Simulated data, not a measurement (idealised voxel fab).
The following is a process module called voxel self aligned vias.
The cross-section on display is named cut; it measures 275 nm wide, and its cells are 5 nm squares.
Think of the cross-section as a grid of square cells. We describe it in bands, top to bottom, and each band covers one or more rows of those cells. Heights first: top, then bottom, in nm. Then materials, left to right, each with a width in nm. "throughout" on a single material: fills the band edge to edge. "air": empty space. Heights are reckoned from 0. Under this level, the received wafer is all of one material. The bottommost band is open-ended downward, for example "0..down". A width such as "30->40" changes by the same amount from each row of cells to the next, from the band's top row to its bottom row. Take "nothing changed" at face value: in the step it is given for, the cross-section changed in none of its cells. "Closed internal voids": empty spaces of 8 cells or more with no open way to the top, each given as width x height at distance, distance from the left edge, all in nm. Where a step's line continues beyond its settings, the continuation is a remark by the simulator itself on that step. overlay nm: mask right of planned place by this much (step with mask). Neg. = left. Pairs from here to the end. Each: cross-section before one process step, cross-section after it, the latter only as far down as the lowest band that changed. Under each: the step between, and its settings. Mind that the pairs may be taken from different runs of this module on the same starting wafer; whether a pair continues from the pair above depends on its entry headed "Pre-step view", and it does only where that entry says so.

PRE-STEP VIEW
  0..down: Si throughout
  Closed internal voids: none

RESULTING STRUCTURE
  15..0: SiO2 throughout
  Lower than 0, everything is as it was.
  Closed internal voids: none
Connecting step for the cross-sections above: CONFORMAL_DEP, material SiO2, thk nm 15

Pre-step view: the cross-section after the pair above

RESULTING STRUCTURE
  20..15: SiCN throughout
  Lower than 15, everything is as it was.
  Closed internal voids: none
Connecting step for the cross-sections above: CONFORMAL_DEP, material SiCN, thk nm 5

Pre-step view: the cross-section after the pair above

RESULTING STRUCTURE
  50..20: SiO2 throughout
  Lower than 20, everything is as it was.
  Closed internal voids: none
Connecting step for the cross-sections above: DIRECTIONAL_DEP, material SiO2, thk nm 30

Pre-step view: the cross-section after the pair above

RESULTING STRUCTURE
  65..50: aC throughout
  Lower than 50, everything is as it was.
  Closed internal voids: none
Connecting step for the cross-sections above: DIRECTIONAL_DEP, material aC, thk nm 15

Pre-step view: the cross-section after the pair above

RESULTING STRUCTURE
  100..65: 60 nm resist / 20 nm air / 45 nm resist / 20 nm air / 45 nm resist / 20 nm air / 65 nm resist
  Lower than 65, everything is as it was.
  Closed internal voids: none
Connecting step for the cross-sections above: PATTERN, tone open, mask id LINES, material resist, width nm 20, pitch nm 65, thk nm 35, overlay nm 0

Pre-step view: the cross-section after the pair above

RESULTING STRUCTURE
  85..65: 60 nm resist / 20 nm air / 45 nm resist / 20 nm air / 45 nm resist / 20 nm air / 65 nm resist
  65..50: 60 nm aC / 20 nm air / 45 nm aC / 20 nm air / 45 nm aC / 20 nm air / 65 nm aC
  Lower than 50, everything is as it was.
  Closed internal voids: none
Connecting step for the cross-sections above: DIRECTIONAL_ETCH, etch materials aC, depth nm 15

Pre-step view: the cross-section after the pair above

RESULTING STRUCTURE
  65..50: 60 nm aC / 20 nm air / 45 nm aC / 20 nm air / 45 nm aC / 20 nm air / 65 nm aC
  Lower than 50, everything is as it was.
  Closed internal voids: none
Connecting step for the cross-sections above: STRIP, etch materials resist

Pre-step view: the cross-section after the pair above

RESULTING STRUCTURE
  65..50: 60 nm aC / 20 nm air / 45 nm aC / 20 nm air / 45 nm aC / 20 nm air / 65 nm aC
  50..20: 60 nm SiO2 / 20 nm air / 45 nm SiO2 / 20 nm air / 45 nm SiO2 / 20 nm air / 65 nm SiO2
  Lower than 20, everything is as it was.
  Closed internal voids: none
Connecting step for the cross-sections above: DIRECTIONAL_ETCH, etch materials SiO2, depth nm 30

Pre-step view: the cross-section after the pair above

RESULTING STRUCTURE
  50..20: 60 nm SiO2 / 20 nm air / 45 nm SiO2 / 20 nm air / 45 nm SiO2 / 20 nm air / 65 nm SiO2
  Lower than 20, everything is as it was.
  Closed internal voids: none
Connecting step for the cross-sections above: STRIP, etch materials aC

Pre-step view: the cross-section after the pair above

RESULTING STRUCTURE
  55..50: 65 nm TiN / 10 nm air / 55 nm TiN / 10 nm air / 55 nm TiN / 10 nm air / 70 nm TiN
  50..25: 60 nm SiO2 / 5 nm TiN / 10 nm air / 5 nm TiN / 45 nm SiO2 / 5 nm TiN / 10 nm air / 5 nm TiN / 45 nm SiO2 / 5 nm TiN / 10 nm air / 5 nm TiN / 65 nm SiO2
  25..20: 60 nm SiO2 / 20 nm TiN / 45 nm SiO2 / 20 nm TiN / 45 nm SiO2 / 20 nm TiN / 65 nm SiO2
  Lower than 20, everything is as it was.
  Closed internal voids: none
Connecting step for the cross-sections above: CONFORMAL_DEP, material TiN, thk nm 5

Pre-step view: the cross-section after the pair above

RESULTING STRUCTURE
  60..55: W throughout
  55..50: 65 nm TiN / 10 nm W / 55 nm TiN / 10 nm W / 55 nm TiN / 10 nm W / 70 nm TiN
  50..25: 60 nm SiO2 / 5 nm TiN / 10 nm W / 5 nm TiN / 45 nm SiO2 / 5 nm TiN / 10 nm W / 5 nm TiN / 45 nm SiO2 / 5 nm TiN / 10 nm W / 5 nm TiN / 65 nm SiO2
  Lower than 25, everything is as it was.
  Closed internal voids: none
Connecting step for the cross-sections above: FILL_DEP, material W, thk nm 5

Pre-step view: the cross-section after the pair above

RESULTING STRUCTURE
  50..25: 60 nm SiO2 / 5 nm TiN / 10 nm W / 5 nm TiN / 45 nm SiO2 / 5 nm TiN / 10 nm W / 5 nm TiN / 45 nm SiO2 / 5 nm TiN / 10 nm W / 5 nm TiN / 65 nm SiO2
  Lower than 25, everything is as it was.
  Closed internal voids: none
Connecting step for the cross-sections above: CMP, height nm 50

Pre-step view: the cross-section after the pair above

RESULTING STRUCTURE
  50..45: 60 nm SiO2 / 20 nm air / 45 nm SiO2 / 20 nm air / 45 nm SiO2 / 20 nm air / 65 nm SiO2
  Lower than 45, everything is as it was.
  Closed internal voids: none
Connecting step for the cross-sections above: SELECTIVE_ETCH, etch materials W Ru TiN, depth nm 5

Pre-step view: the cross-section after the pair above

RESULTING STRUCTURE
  60..50: SiN throughout
  50..45: 60 nm SiO2 / 20 nm SiN / 45 nm SiO2 / 20 nm SiN / 45 nm SiO2 / 20 nm SiN / 65 nm SiO2
  Lower than 45, everything is as it was.
  Closed internal voids: none
Connecting step for the cross-sections above: FILL_DEP, material SiN, thk nm 10

Pre-step view: the cross-section after the pair above

RESULTING STRUCTURE
  50..45: 60 nm SiO2 / 20 nm SiN / 45 nm SiO2 / 20 nm SiN / 45 nm SiO2 / 20 nm SiN / 65 nm SiO2
  Lower than 45, everything is as it was.
  Closed internal voids: none
Connecting step for the cross-sections above: CMP, height nm 50

Pre-step view: the cross-section after the pair above

RESULTING STRUCTURE
  65..50: SiO2 throughout
  Lower than 50, everything is as it was.
  Closed internal voids: none
Connecting step for the cross-sections above: DIRECTIONAL_DEP, material SiO2, thk nm 15

Pre-step view: the cross-section after the pair above

RESULTING STRUCTURE
  80..65: aC throughout
  Lower than 65, everything is as it was.
  Closed internal voids: none
Connecting step for the cross-sections above: DIRECTIONAL_DEP, material aC, thk nm 15

Pre-step view: the cross-section after the pair above

RESULTING STRUCTURE
  115..80: 50 nm resist / 40 nm air / 90 nm resist / 40 nm air / 55 nm resist
  Lower than 80, everything is as it was.
  Closed internal voids: none
Connecting step for the cross-sections above: PATTERN, tone open, mask id VIAS, material resist, width nm 40, pitch nm 130, thk nm 35, overlay nm 0

Pre-step view: the cross-section after the pair above

RESULTING STRUCTURE
  100..80: 50 nm resist / 40 nm air / 90 nm resist / 40 nm air / 55 nm resist
  80..65: 50 nm aC / 40 nm air / 90 nm aC / 40 nm air / 55 nm aC
  Lower than 65, everything is as it was.
  Closed internal voids: none
Connecting step for the cross-sections above: DIRECTIONAL_ETCH, etch materials aC, depth nm 15

Pre-step view: the cross-section after the pair above

RESULTING STRUCTURE
  80..65: 50 nm aC / 40 nm air / 90 nm aC / 40 nm air / 55 nm aC
  Lower than 65, everything is as it was.
  Closed internal voids: none
Connecting step for the cross-sections above: STRIP, etch materials resist

Pre-step view: the cross-section after the pair above

RESULTING STRUCTURE
  80..65: 50 nm aC / 40 nm air / 90 nm aC / 40 nm air / 55 nm aC
  65..50: 50 nm SiO2 / 40 nm air / 90 nm SiO2 / 40 nm air / 55 nm SiO2
  Lower than 50, everything is as it was.
  Closed internal voids: none
Connecting step for the cross-sections above: DIRECTIONAL_ETCH, etch materials SiO2, depth nm 15

Pre-step view: the cross-section after the pair above

RESULTING STRUCTURE
  80..65: 50 nm aC / 40 nm air / 90 nm aC / 40 nm air / 55 nm aC
  65..50: 50 nm SiO2 / 40 nm air / 90 nm SiO2 / 40 nm air / 55 nm SiO2
  50..45: 60 nm SiO2 / 20 nm air / 45 nm SiO2 / 20 nm SiN / 45 nm SiO2 / 20 nm air / 65 nm SiO2
  Lower than 45, everything is as it was.
  Closed internal voids: none
Connecting step for the cross-sections above: DIRECTIONAL_ETCH, etch materials SiN, depth nm 5

Pre-step view: the cross-section after the pair above

RESULTING STRUCTURE
  65..50: 50 nm SiO2 / 40 nm air / 90 nm SiO2 / 40 nm air / 55 nm SiO2
  Lower than 50, everything is as it was.
  Closed internal voids: none
Connecting step for the cross-sections above: STRIP, etch materials aC

Pre-step view: the cross-section after the pair above

RESULTING STRUCTURE
  70..65: 55 nm TiN / 30 nm air / 100 nm TiN / 30 nm air / 60 nm TiN
  65..55: 50 nm SiO2 / 5 nm TiN / 30 nm air / 5 nm TiN / 90 nm SiO2 / 5 nm TiN / 30 nm air / 5 nm TiN / 55 nm SiO2
  55..50: 50 nm SiO2 / 15 nm TiN / 10 nm air / 15 nm TiN / 90 nm SiO2 / 15 nm TiN / 10 nm air / 15 nm TiN / 55 nm SiO2
  50..45: 60 nm SiO2 / 20 nm TiN / 45 nm SiO2 / 20 nm SiN / 45 nm SiO2 / 20 nm TiN / 65 nm SiO2
  Lower than 45, everything is as it was.
  Closed internal voids: none
Connecting step for the cross-sections above: CONFORMAL_DEP, material TiN, thk nm 5

Pre-step view: the cross-section after the pair above

RESULTING STRUCTURE
  75..70: Cu throughout
  70..65: 55 nm TiN / 30 nm Cu / 100 nm TiN / 30 nm Cu / 60 nm TiN
  65..55: 50 nm SiO2 / 5 nm TiN / 30 nm Cu / 5 nm TiN / 90 nm SiO2 / 5 nm TiN / 30 nm Cu / 5 nm TiN / 55 nm SiO2
  55..50: 50 nm SiO2 / 15 nm TiN / 10 nm Cu / 15 nm TiN / 90 nm SiO2 / 15 nm TiN / 10 nm Cu / 15 nm TiN / 55 nm SiO2
  Lower than 50, everything is as it was.
  Closed internal voids: none
Connecting step for the cross-sections above: FILL_DEP, material Cu, thk nm 5

Pre-step view: the cross-section after the pair above

RESULTING STRUCTURE
  65..55: 50 nm SiO2 / 5 nm TiN / 30 nm Cu / 5 nm TiN / 90 nm SiO2 / 5 nm TiN / 30 nm Cu / 5 nm TiN / 55 nm SiO2
  Lower than 55, everything is as it was.
  Closed internal voids: none
Connecting step for the cross-sections above: CMP, height nm 65

Pre-step view: the cross-section after the pair above

RESULTING STRUCTURE
  70..65: SiCN throughout
  Lower than 65, everything is as it was.
  Closed internal voids: none
Connecting step for the cross-sections above: CONFORMAL_DEP, material SiCN, thk nm 5

PRE-STEP VIEW
  15..0: SiO2 throughout
  0..down: Si throughout
  Closed internal voids: none

RESULTING STRUCTURE
  45..0: SiO2 throughout
  Lower than 0, everything is as it was.
  Closed internal voids: none
Connecting step for the cross-sections above: DIRECTIONAL_DEP, material SiO2, thk nm 30

Pre-step view: the cross-section after the pair above

RESULTING STRUCTURE
  60..45: aC throughout
  Lower than 45, everything is as it was.
  Closed internal voids: none
Connecting step for the cross-sections above: DIRECTIONAL_DEP, material aC, thk nm 15

Pre-step view: the cross-section after the pair above

RESULTING STRUCTURE
  95..60: 60 nm resist / 20 nm air / 45 nm resist / 20 nm air / 45 nm resist / 20 nm air / 65 nm resist
  Lower than 60, everything is as it was.
  Closed internal voids: none
Connecting step for the cross-sections above: PATTERN, tone open, mask id LINES, material resist, width nm 20, pitch nm 65, thk nm 35, overlay nm 0

Pre-step view: the cross-section after the pair above

RESULTING STRUCTURE
  80..60: 60 nm resist / 20 nm air / 45 nm resist / 20 nm air / 45 nm resist / 20 nm air / 65 nm resist
  60..45: 60 nm aC / 20 nm air / 45 nm aC / 20 nm air / 45 nm aC / 20 nm air / 65 nm aC
  Lower than 45, everything is as it was.
  Closed internal voids: none
Connecting step for the cross-sections above: DIRECTIONAL_ETCH, etch materials aC, depth nm 15

Pre-step view: the cross-section after the pair above

RESULTING STRUCTURE
  60..45: 60 nm aC / 20 nm air / 45 nm aC / 20 nm air / 45 nm aC / 20 nm air / 65 nm aC
  Lower than 45, everything is as it was.
  Closed internal voids: none
Connecting step for the cross-sections above: STRIP, etch materials resist

Pre-step view: the cross-section after the pair above

RESULTING STRUCTURE
  60..45: 60 nm aC / 20 nm air / 45 nm aC / 20 nm air / 45 nm aC / 20 nm air / 65 nm aC
  45..15: 60 nm SiO2 / 20 nm air / 45 nm SiO2 / 20 nm air / 45 nm SiO2 / 20 nm air / 65 nm SiO2
  Lower than 15, everything is as it was.
  Closed internal voids: none
Connecting step for the cross-sections above: DIRECTIONAL_ETCH, etch materials SiO2, depth nm 30

Pre-step view: the cross-section after the pair above

RESULTING STRUCTURE
  45..15: 60 nm SiO2 / 20 nm air / 45 nm SiO2 / 20 nm air / 45 nm SiO2 / 20 nm air / 65 nm SiO2
  Lower than 15, everything is as it was.
  Closed internal voids: none
Connecting step for the cross-sections above: STRIP, etch materials aC

Pre-step view: the cross-section after the pair above

RESULTING STRUCTURE
  50..45: 65 nm TiN / 10 nm air / 55 nm TiN / 10 nm air / 55 nm TiN / 10 nm air / 70 nm TiN
  45..20: 60 nm SiO2 / 5 nm TiN / 10 nm air / 5 nm TiN / 45 nm SiO2 / 5 nm TiN / 10 nm air / 5 nm TiN / 45 nm SiO2 / 5 nm TiN / 10 nm air / 5 nm TiN / 65 nm SiO2
  20..15: 60 nm SiO2 / 20 nm TiN / 45 nm SiO2 / 20 nm TiN / 45 nm SiO2 / 20 nm TiN / 65 nm SiO2
  Lower than 15, everything is as it was.
  Closed internal voids: none
Connecting step for the cross-sections above: CONFORMAL_DEP, material TiN, thk nm 5

Pre-step view: the cross-section after the pair above

RESULTING STRUCTURE
  55..50: W throughout
  50..45: 65 nm TiN / 10 nm W / 55 nm TiN / 10 nm W / 55 nm TiN / 10 nm W / 70 nm TiN
  45..20: 60 nm SiO2 / 5 nm TiN / 10 nm W / 5 nm TiN / 45 nm SiO2 / 5 nm TiN / 10 nm W / 5 nm TiN / 45 nm SiO2 / 5 nm TiN / 10 nm W / 5 nm TiN / 65 nm SiO2
  Lower than 20, everything is as it was.
  Closed internal voids: none
Connecting step for the cross-sections above: FILL_DEP, material W, thk nm 5

Pre-step view: the cross-section after the pair above

RESULTING STRUCTURE
  50..45: 65 nm TiN / 10 nm W / 55 nm TiN / 10 nm W / 55 nm TiN / 10 nm W / 70 nm TiN
  Lower than 45, everything is as it was.
  Closed internal voids: none
Connecting step for the cross-sections above: CMP, height nm 50

Pre-step view: the cross-section after the pair above

RESULTING STRUCTURE
  45..20: 60 nm SiO2 / 5 nm TiN / 10 nm W / 5 nm TiN / 45 nm SiO2 / 5 nm TiN / 10 nm W / 5 nm TiN / 45 nm SiO2 / 5 nm TiN / 10 nm W / 5 nm TiN / 65 nm SiO2
  Lower than 20, everything is as it was.
  Closed internal voids: none
Connecting step for the cross-sections above: SELECTIVE_ETCH, etch materials W Ru TiN, depth nm 5

Pre-step view: the cross-section after the pair above

RESULTING STRUCTURE
  55..45: SiN throughout
  Lower than 45, everything is as it was.
  Closed internal voids: none
Connecting step for the cross-sections above: FILL_DEP, material SiN, thk nm 10

Pre-step view: the cross-section after the pair above

RESULTING STRUCTURE
  50..45: SiN throughout
  Lower than 45, everything is as it was.
  Closed internal voids: none
Connecting step for the cross-sections above: CMP, height nm 50

Pre-step view: the cross-section after the pair above

RESULTING STRUCTURE
  65..50: SiO2 throughout
  Lower than 50, everything is as it was.
  Closed internal voids: none
Connecting step for the cross-sections above: DIRECTIONAL_DEP, material SiO2, thk nm 15

Pre-step view: the cross-section after the pair above

RESULTING STRUCTURE
  80..65: aC throughout
  Lower than 65, everything is as it was.
  Closed internal voids: none
Connecting step for the cross-sections above: DIRECTIONAL_DEP, material aC, thk nm 15

Pre-step view: the cross-section after the pair above

RESULTING STRUCTURE
  115..80: 50 nm resist / 40 nm air / 90 nm resist / 40 nm air / 55 nm resist
  Lower than 80, everything is as it was.
  Closed internal voids: none
Connecting step for the cross-sections above: PATTERN, tone open, mask id VIAS, material resist, width nm 40, pitch nm 130, thk nm 35, overlay nm 0

Pre-step view: the cross-section after the pair above

RESULTING STRUCTURE
  100..80: 50 nm resist / 40 nm air / 90 nm resist / 40 nm air / 55 nm resist
  80..65: 50 nm aC / 40 nm air / 90 nm aC / 40 nm air / 55 nm aC
  Lower than 65, everything is as it was.
  Closed internal voids: none
Connecting step for the cross-sections above: DIRECTIONAL_ETCH, etch materials aC, depth nm 15

Pre-step view: the cross-section after the pair above

RESULTING STRUCTURE
  80..65: 50 nm aC / 40 nm air / 90 nm aC / 40 nm air / 55 nm aC
  Lower than 65, everything is as it was.
  Closed internal voids: none
Connecting step for the cross-sections above: STRIP, etch materials resist

Pre-step view: the cross-section after the pair above

RESULTING STRUCTURE
  80..65: 50 nm aC / 40 nm air / 90 nm aC / 40 nm air / 55 nm aC
  65..50: 50 nm SiO2 / 40 nm air / 90 nm SiO2 / 40 nm air / 55 nm SiO2
  Lower than 50, everything is as it was.
  Closed internal voids: none
Connecting step for the cross-sections above: DIRECTIONAL_ETCH, etch materials SiO2, depth nm 15

Pre-step view: the cross-section after the pair above

RESULTING STRUCTURE
  80..65: 50 nm aC / 40 nm air / 90 nm aC / 40 nm air / 55 nm aC
  65..50: 50 nm SiO2 / 40 nm air / 90 nm SiO2 / 40 nm air / 55 nm SiO2
  50..45: 50 nm SiN / 40 nm air / 90 nm SiN / 40 nm air / 55 nm SiN
  Lower than 45, everything is as it was.
  Closed internal voids: none
Connecting step for the cross-sections above: DIRECTIONAL_ETCH, etch materials SiN, depth nm 5

Pre-step view: the cross-section after the pair above

RESULTING STRUCTURE
  65..50: 50 nm SiO2 / 40 nm air / 90 nm SiO2 / 40 nm air / 55 nm SiO2
  Lower than 50, everything is as it was.
  Closed internal voids: none
Connecting step for the cross-sections above: STRIP, etch materials aC

Pre-step view: the cross-section after the pair above

RESULTING STRUCTURE
  70..65: 55 nm TiN / 30 nm air / 100 nm TiN / 30 nm air / 60 nm TiN
  65..50: 50 nm SiO2 / 5 nm TiN / 30 nm air / 5 nm TiN / 90 nm SiO2 / 5 nm TiN / 30 nm air / 5 nm TiN / 55 nm SiO2
  50..45: 50 nm SiN / 40 nm TiN / 90 nm SiN / 40 nm TiN / 55 nm SiN
  Lower than 45, everything is as it was.
  Closed internal voids: none
Connecting step for the cross-sections above: CONFORMAL_DEP, material TiN, thk nm 5

Pre-step view: the cross-section after the pair above

RESULTING STRUCTURE
  75..70: Cu throughout
  70..65: 55 nm TiN / 30 nm Cu / 100 nm TiN / 30 nm Cu / 60 nm TiN
  65..50: 50 nm SiO2 / 5 nm TiN / 30 nm Cu / 5 nm TiN / 90 nm SiO2 / 5 nm TiN / 30 nm Cu / 5 nm TiN / 55 nm SiO2
  Lower than 50, everything is as it was.
  Closed internal voids: none
Connecting step for the cross-sections above: FILL_DEP, material Cu, thk nm 5

Pre-step view: the cross-section after the pair above

RESULTING STRUCTURE
  65..50: 50 nm SiO2 / 5 nm TiN / 30 nm Cu / 5 nm TiN / 90 nm SiO2 / 5 nm TiN / 30 nm Cu / 5 nm TiN / 55 nm SiO2
  Lower than 50, everything is as it was.
  Closed internal voids: none
Connecting step for the cross-sections above: CMP, height nm 65

Pre-step view: the cross-section after the pair above

RESULTING STRUCTURE
  70..65: SiCN throughout
  Lower than 65, everything is as it was.
  Closed internal voids: none
Connecting step for the cross-sections above: CONFORMAL_DEP, material SiCN, thk nm 5

PRE-STEP VIEW
  15..0: SiO2 throughout
  0..down: Si throughout
  Closed internal voids: none

RESULTING STRUCTURE
  30..0: SiO2 throughout
  Lower than 0, everything is as it was.
  Closed internal voids: none
Connecting step for the cross-sections above: CONFORMAL_DEP, material SiO2, thk nm 15

Pre-step view: the cross-section after the pair above

RESULTING STRUCTURE
  35..30: SiCN throughout
  Lower than 30, everything is as it was.
  Closed internal voids: none
Connecting step for the cross-sections above: CONFORMAL_DEP, material SiCN, thk nm 5

Pre-step view: the cross-section after the pair above

RESULTING STRUCTURE
  65..35: SiO2 throughout
  Lower than 35, everything is as it was.
  Closed internal voids: none
Connecting step for the cross-sections above: DIRECTIONAL_DEP, material SiO2, thk nm 30

Pre-step view: the cross-section after the pair above

RESULTING STRUCTURE
  80..65: aC throughout
  Lower than 65, everything is as it was.
  Closed internal voids: none
Connecting step for the cross-sections above: DIRECTIONAL_DEP, material aC, thk nm 15

Pre-step view: the cross-section after the pair above

RESULTING STRUCTURE
  115..80: 60 nm resist / 20 nm air / 45 nm resist / 20 nm air / 45 nm resist / 20 nm air / 65 nm resist
  Lower than 80, everything is as it was.
  Closed internal voids: none
Connecting step for the cross-sections above: PATTERN, tone open, mask id LINES, material resist, width nm 20, pitch nm 65, thk nm 35, overlay nm 0

Pre-step view: the cross-section after the pair above

RESULTING STRUCTURE
  100..80: 60 nm resist / 20 nm air / 45 nm resist / 20 nm air / 45 nm resist / 20 nm air / 65 nm resist
  80..65: 60 nm aC / 20 nm air / 45 nm aC / 20 nm air / 45 nm aC / 20 nm air / 65 nm aC
  Lower than 65, everything is as it was.
  Closed internal voids: none
Connecting step for the cross-sections above: DIRECTIONAL_ETCH, etch materials aC, depth nm 15

Pre-step view: the cross-section after the pair above

RESULTING STRUCTURE
  80..65: 60 nm aC / 20 nm air / 45 nm aC / 20 nm air / 45 nm aC / 20 nm air / 65 nm aC
  Lower than 65, everything is as it was.
  Closed internal voids: none
Connecting step for the cross-sections above: STRIP, etch materials resist

Pre-step view: the cross-section after the pair above

RESULTING STRUCTURE
  80..65: 60 nm aC / 20 nm air / 45 nm aC / 20 nm air / 45 nm aC / 20 nm air / 65 nm aC
  65..35: 60 nm SiO2 / 20 nm air / 45 nm SiO2 / 20 nm air / 45 nm SiO2 / 20 nm air / 65 nm SiO2
  Lower than 35, everything is as it was.
  Closed internal voids: none
Connecting step for the cross-sections above: DIRECTIONAL_ETCH, etch materials SiO2, depth nm 30

Pre-step view: the cross-section after the pair above

RESULTING STRUCTURE
  65..35: 60 nm SiO2 / 20 nm air / 45 nm SiO2 / 20 nm air / 45 nm SiO2 / 20 nm air / 65 nm SiO2
  Lower than 35, everything is as it was.
  Closed internal voids: none
Connecting step for the cross-sections above: STRIP, etch materials aC

Pre-step view: the cross-section after the pair above

RESULTING STRUCTURE
  70..65: 65 nm TiN / 10 nm air / 55 nm TiN / 10 nm air / 55 nm TiN / 10 nm air / 70 nm TiN
  65..40: 60 nm SiO2 / 5 nm TiN / 10 nm air / 5 nm TiN / 45 nm SiO2 / 5 nm TiN / 10 nm air / 5 nm TiN / 45 nm SiO2 / 5 nm TiN / 10 nm air / 5 nm TiN / 65 nm SiO2
  40..35: 60 nm SiO2 / 20 nm TiN / 45 nm SiO2 / 20 nm TiN / 45 nm SiO2 / 20 nm TiN / 65 nm SiO2
  Lower than 35, everything is as it was.
  Closed internal voids: none
Connecting step for the cross-sections above: CONFORMAL_DEP, material TiN, thk nm 5

Pre-step view: the cross-section after the pair above

RESULTING STRUCTURE
  75..70: W throughout
  70..65: 65 nm TiN / 10 nm W / 55 nm TiN / 10 nm W / 55 nm TiN / 10 nm W / 70 nm TiN
  65..40: 60 nm SiO2 / 5 nm TiN / 10 nm W / 5 nm TiN / 45 nm SiO2 / 5 nm TiN / 10 nm W / 5 nm TiN / 45 nm SiO2 / 5 nm TiN / 10 nm W / 5 nm TiN / 65 nm SiO2
  Lower than 40, everything is as it was.
  Closed internal voids: none
Connecting step for the cross-sections above: FILL_DEP, material W, thk nm 5

Pre-step view: the cross-section after the pair above

RESULTING STRUCTURE
  50..40: 60 nm SiO2 / 5 nm TiN / 10 nm W / 5 nm TiN / 45 nm SiO2 / 5 nm TiN / 10 nm W / 5 nm TiN / 45 nm SiO2 / 5 nm TiN / 10 nm W / 5 nm TiN / 65 nm SiO2
  Lower than 40, everything is as it was.
  Closed internal voids: none
Connecting step for the cross-sections above: CMP, height nm 50

Pre-step view: the cross-section after the pair above

RESULTING STRUCTURE
  50..45: 60 nm SiO2 / 20 nm air / 45 nm SiO2 / 20 nm air / 45 nm SiO2 / 20 nm air / 65 nm SiO2
  Lower than 45, everything is as it was.
  Closed internal voids: none
Connecting step for the cross-sections above: SELECTIVE_ETCH, etch materials W Ru TiN, depth nm 5

Pre-step view: the cross-section after the pair above

RESULTING STRUCTURE
  60..50: SiN throughout
  50..45: 60 nm SiO2 / 20 nm SiN / 45 nm SiO2 / 20 nm SiN / 45 nm SiO2 / 20 nm SiN / 65 nm SiO2
  Lower than 45, everything is as it was.
  Closed internal voids: none
Connecting step for the cross-sections above: FILL_DEP, material SiN, thk nm 10

Pre-step view: the cross-section after the pair above

RESULTING STRUCTURE
  50..45: 60 nm SiO2 / 20 nm SiN / 45 nm SiO2 / 20 nm SiN / 45 nm SiO2 / 20 nm SiN / 65 nm SiO2
  Lower than 45, everything is as it was.
  Closed internal voids: none
Connecting step for the cross-sections above: CMP, height nm 50

Pre-step view: the cross-section after the pair above

RESULTING STRUCTURE
  65..50: SiO2 throughout
  Lower than 50, everything is as it was.
  Closed internal voids: none
Connecting step for the cross-sections above: DIRECTIONAL_DEP, material SiO2, thk nm 15

Pre-step view: the cross-section after the pair above

RESULTING STRUCTURE
  80..65: aC throughout
  Lower than 65, everything is as it was.
  Closed internal voids: none
Connecting step for the cross-sections above: DIRECTIONAL_DEP, material aC, thk nm 15

Pre-step view: the cross-section after the pair above

RESULTING STRUCTURE
  115..80: 50 nm resist / 40 nm air / 90 nm resist / 40 nm air / 55 nm resist
  Lower than 80, everything is as it was.
  Closed internal voids: none
Connecting step for the cross-sections above: PATTERN, tone open, mask id VIAS, material resist, width nm 40, pitch nm 130, thk nm 35, overlay nm 0

Pre-step view: the cross-section after the pair above

RESULTING STRUCTURE
  100..80: 50 nm resist / 40 nm air / 90 nm resist / 40 nm air / 55 nm resist
  80..65: 50 nm aC / 40 nm air / 90 nm aC / 40 nm air / 55 nm aC
  Lower than 65, everything is as it was.
  Closed internal voids: none
Connecting step for the cross-sections above: DIRECTIONAL_ETCH, etch materials aC, depth nm 15

Pre-step view: the cross-section after the pair above

RESULTING STRUCTURE
  80..65: 50 nm aC / 40 nm air / 90 nm aC / 40 nm air / 55 nm aC
  Lower than 65, everything is as it was.
  Closed internal voids: none
Connecting step for the cross-sections above: STRIP, etch materials resist

Pre-step view: the cross-section after the pair above

RESULTING STRUCTURE
  80..65: 50 nm aC / 40 nm air / 90 nm aC / 40 nm air / 55 nm aC
  65..50: 50 nm SiO2 / 40 nm air / 90 nm SiO2 / 40 nm air / 55 nm SiO2
  Lower than 50, everything is as it was.
  Closed internal voids: none
Connecting step for the cross-sections above: DIRECTIONAL_ETCH, etch materials SiO2, depth nm 15

Pre-step view: the cross-section after the pair above

RESULTING STRUCTURE
  80..65: 50 nm aC / 40 nm air / 90 nm aC / 40 nm air / 55 nm aC
  65..50: 50 nm SiO2 / 40 nm air / 90 nm SiO2 / 40 nm air / 55 nm SiO2
  50..45: 60 nm SiO2 / 20 nm air / 45 nm SiO2 / 20 nm SiN / 45 nm SiO2 / 20 nm air / 65 nm SiO2
  Lower than 45, everything is as it was.
  Closed internal voids: none
Connecting step for the cross-sections above: DIRECTIONAL_ETCH, etch materials SiN, depth nm 5

Pre-step view: the cross-section after the pair above

RESULTING STRUCTURE
  65..50: 50 nm SiO2 / 40 nm air / 90 nm SiO2 / 40 nm air / 55 nm SiO2
  Lower than 50, everything is as it was.
  Closed internal voids: none
Connecting step for the cross-sections above: STRIP, etch materials aC

Pre-step view: the cross-section after the pair above

RESULTING STRUCTURE
  70..65: 55 nm TiN / 30 nm air / 100 nm TiN / 30 nm air / 60 nm TiN
  65..55: 50 nm SiO2 / 5 nm TiN / 30 nm air / 5 nm TiN / 90 nm SiO2 / 5 nm TiN / 30 nm air / 5 nm TiN / 55 nm SiO2
  55..50: 50 nm SiO2 / 15 nm TiN / 10 nm air / 15 nm TiN / 90 nm SiO2 / 15 nm TiN / 10 nm air / 15 nm TiN / 55 nm SiO2
  50..45: 60 nm SiO2 / 20 nm TiN / 45 nm SiO2 / 20 nm SiN / 45 nm SiO2 / 20 nm TiN / 65 nm SiO2
  Lower than 45, everything is as it was.
  Closed internal voids: none
Connecting step for the cross-sections above: CONFORMAL_DEP, material TiN, thk nm 5

Pre-step view: the cross-section after the pair above

RESULTING STRUCTURE
  75..70: Cu throughout
  70..65: 55 nm TiN / 30 nm Cu / 100 nm TiN / 30 nm Cu / 60 nm TiN
  65..55: 50 nm SiO2 / 5 nm TiN / 30 nm Cu / 5 nm TiN / 90 nm SiO2 / 5 nm TiN / 30 nm Cu / 5 nm TiN / 55 nm SiO2
  55..50: 50 nm SiO2 / 15 nm TiN / 10 nm Cu / 15 nm TiN / 90 nm SiO2 / 15 nm TiN / 10 nm Cu / 15 nm TiN / 55 nm SiO2
  Lower than 50, everything is as it was.
  Closed internal voids: none
Connecting step for the cross-sections above: FILL_DEP, material Cu, thk nm 5

Pre-step view: the cross-section after the pair above

RESULTING STRUCTURE
  65..55: 50 nm SiO2 / 5 nm TiN / 30 nm Cu / 5 nm TiN / 90 nm SiO2 / 5 nm TiN / 30 nm Cu / 5 nm TiN / 55 nm SiO2
  Lower than 55, everything is as it was.
  Closed internal voids: none
Connecting step for the cross-sections above: CMP, height nm 65

Pre-step view: the cross-section after the pair above

RESULTING STRUCTURE
  70..65: SiCN throughout
  Lower than 65, everything is as it was.
  Closed internal voids: none
Connecting step for the cross-sections above: CONFORMAL_DEP, material SiCN, thk nm 5
